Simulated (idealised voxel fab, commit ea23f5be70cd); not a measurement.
voxel transistor to metal: a process module
Section cut is 155 nm wide and gridded with 5 nm square cells.
Cross-section layout: square cells on a grid; listed as bands, top to bottom; a band spans one or more cell rows.
Each band's line starts with the height of the band's top and of its bottom, in nm. Then come its materials from left to right, each with its width in nm. One material with "full width" fills the band from edge to edge. "air" is empty space.
It should be noted that heights are counted from 0, beneath which the wafer as supplied is of one material throughout, and that the lowest band possesses no lower boundary but continues downward, as written in "0..down".
The two numbers in a width such as "30->40" mark its ends across the band: the first belongs to the top row of cells, the second to the bottom row, and from each row to the next the width moves by the same amount.
Where a step carries "nothing different", the cross-section came out of it unchanged, cell for cell.
If an empty space has no open way to the top and is at least 8 cells in size, "Cavities, sealed" lists it, written width x height at distance, where distance is measured from the left edge and every value is in nm.
On a step's line, text after the settings is the simulator commenting on that step.
overlay nm: for a step with a mask, the amount by which the mask lay right of where it was planned; a negative amount means left of it.

Listed below are the process steps as planned
1,RECEIVE: material Si
2,OXIDIZE: depth nm 5
3,CONFORMAL_DEP: material SiN, thk nm 10
4,PATTERN: tone cover, mask id ACTIVE, material resist, width nm 110, thk nm 15, overlay nm 0
5,DIRECTIONAL_ETCH: etch materials SiN, depth nm 10
6,DIRECTIONAL_ETCH: etch materials SiO2, depth nm 5
7,DIRECTIONAL_ETCH: etch materials Si, depth nm 20
8,STRIP: etch materials resist
9,OXIDIZE: depth nm 5
10,FILL_DEP: material SiO2, thk nm 5
11,CMP: height nm 10
12,SELECTIVE_ETCH: etch materials SiO2, depth nm 5
13,STRIP: etch materials SiN
14,SELECTIVE_ETCH: etch materials SiO2, depth nm 5
15,OXIDIZE: depth nm 5
16,DIRECTIONAL_DEP: material polySi, thk nm 25
17,DIRECTIONAL_DEP: material SiCN, thk nm 15
18,DIRECTIONAL_DEP: material aC, thk nm 10
19,PATTERN: tone cover, mask id GATE, material resist, width nm 30, thk nm 30, overlay nm 0
20,DIRECTIONAL_ETCH: etch materials aC, depth nm 10
21,STRIP: etch materials resist
22,DIRECTIONAL_ETCH: etch materials SiCN, depth nm 25
23,DIRECTIONAL_ETCH: etch materials polySi, depth nm 35
24,STRIP: etch materials aC
25,CONFORMAL_DEP: material SiO2, thk nm 5
26,DIRECTIONAL_ETCH: etch materials SiO2, depth nm 5
27,CONFORMAL_DEP: material SiN, thk nm 5
28,DIRECTIONAL_ETCH: etch materials SiN, depth nm 5
29,DIRECTIONAL_ETCH: etch materials SiO2, depth nm 5
30,DIRECTIONAL_ETCH: etch materials Si, depth nm 5
31,EPI: material pSi, thk nm 10
32,FILL_DEP: material SiO2, thk nm 5
33,CMP: height nm 10
34,STRIP: etch materials polySi
35,SELECTIVE_ETCH: etch materials SiO2, depth nm 5
36,CONFORMAL_DEP: material HfO2, thk nm 5
37,CONFORMAL_DEP: material TiN, thk nm 5
38,FILL_DEP: material W, thk nm 5
39,CMP: height nm 15
40,DIRECTIONAL_DEP: material SiO2, thk nm 10
41,PATTERN: tone open, mask id CONTACT, material resist, width nm 20, pitch nm 80, thk nm 20, overlay nm 0
42,DIRECTIONAL_ETCH: etch materials SiO2, depth nm 30
43,STRIP: etch materials resist
44,CONFORMAL_DEP: material TiN, thk nm 5
45,FILL_DEP: material W, thk nm 10
46,CMP: height nm 25
47,DIRECTIONAL_DEP: material TiN, thk nm 5
48,DIRECTIONAL_DEP: material W, thk nm 25
49,PATTERN: tone cover, mask id METAL_1, material resist, width nm 20, pitch nm 80, thk nm 20, overlay nm 0
50,DIRECTIONAL_ETCH: etch materials W, depth nm 25
51,DIRECTIONAL_ETCH: etch materials TiN, depth nm 5
52,STRIP: etch materials resist
53,CONFORMAL_DEP: material SiN, thk nm 5
54,FILL_DEP: material SiO2, thk nm 5
55,CMP: height nm 55
56,CONFORMAL_DEP: material SiCN, thk nm 5
57,DIRECTIONAL_DEP: material SiO2, thk nm 35
58,DIRECTIONAL_DEP: material aC, thk nm 10
59,PATTERN: tone open, mask id METAL_2, material resist, width nm 20, pitch nm 80, thk nm 30, overlay nm 0
60,DIRECTIONAL_ETCH: etch materials aC, depth nm 10
61,STRIP: etch materials resist
62,DIRECTIONAL_ETCH: etch materials SiO2, depth nm 20
63,STRIP: etch materials aC
64,DIRECTIONAL_DEP: material aC, thk nm 15
65,PATTERN: tone open, mask id METAL_2_HOLES, material resist, width nm 15, pitch nm 80, thk nm 30, overlay nm 0
66,DIRECTIONAL_ETCH: etch materials aC, depth nm 15
67,STRIP: etch materials resist
68,DIRECTIONAL_ETCH: etch materials SiO2, depth nm 15
69,DIRECTIONAL_ETCH: etch materials SiCN, depth nm 5
70,STRIP: etch materials aC
71,CONFORMAL_DEP: material TiN, thk nm 5
72,FILL_DEP: material Cu, thk nm 10
73,CMP: height nm 95
74,CONFORMAL_DEP: material SiCN, thk nm 5
Quick note for whoever runs this: the wafers start identical, but the height nm at step 33 isn't the same across them. The plan just shows what the first wafer had.

First of several wafers, received after step 1, in cross-section
  0..down  Si full width
  Cavities, sealed: none

Quick key for the table: a row per wafer, taken at the end of the module. For each material it tells you how many cells the wafer gained (+) or lost (-) since it came in, and the closed voids come after
height nm 10; +20 Cu; +41 HfO2; -116 Si; +56 SiCN; +51 SiN; +401 SiO2; +87 TiN; +56 W; +24 pSi; Cavities, sealed: none
height nm 15; +20 Cu; +37 HfO2; -116 Si; +56 SiCN; +53 SiN; +422 SiO2; +68 TiN; +56 W; +24 pSi; Cavities, sealed: none
height nm 20; +20 Cu; +16 HfO2; -116 Si; +56 SiCN; +53 SiN; +413 SiO2; +84 TiN; +70 W; +24 pSi; Cavities, sealed: none
height nm 25; +20 Cu; -116 Si; +56 SiCN; +53 SiN; +429 SiO2; +72 TiN; +58 W; +24 pSi; +24 polySi; Cavities, sealed: none
height nm 30; +20 Cu; -116 Si; +56 SiCN; +53 SiN; +429 SiO2; +72 TiN; +58 W; +24 pSi; +24 polySi; Cavities, sealed: none
height nm 35; +20 Cu; -116 Si; +56 SiCN; +53 SiN; +429 SiO2; +72 TiN; +58 W; +24 pSi; +24 polySi; Cavities, sealed: none
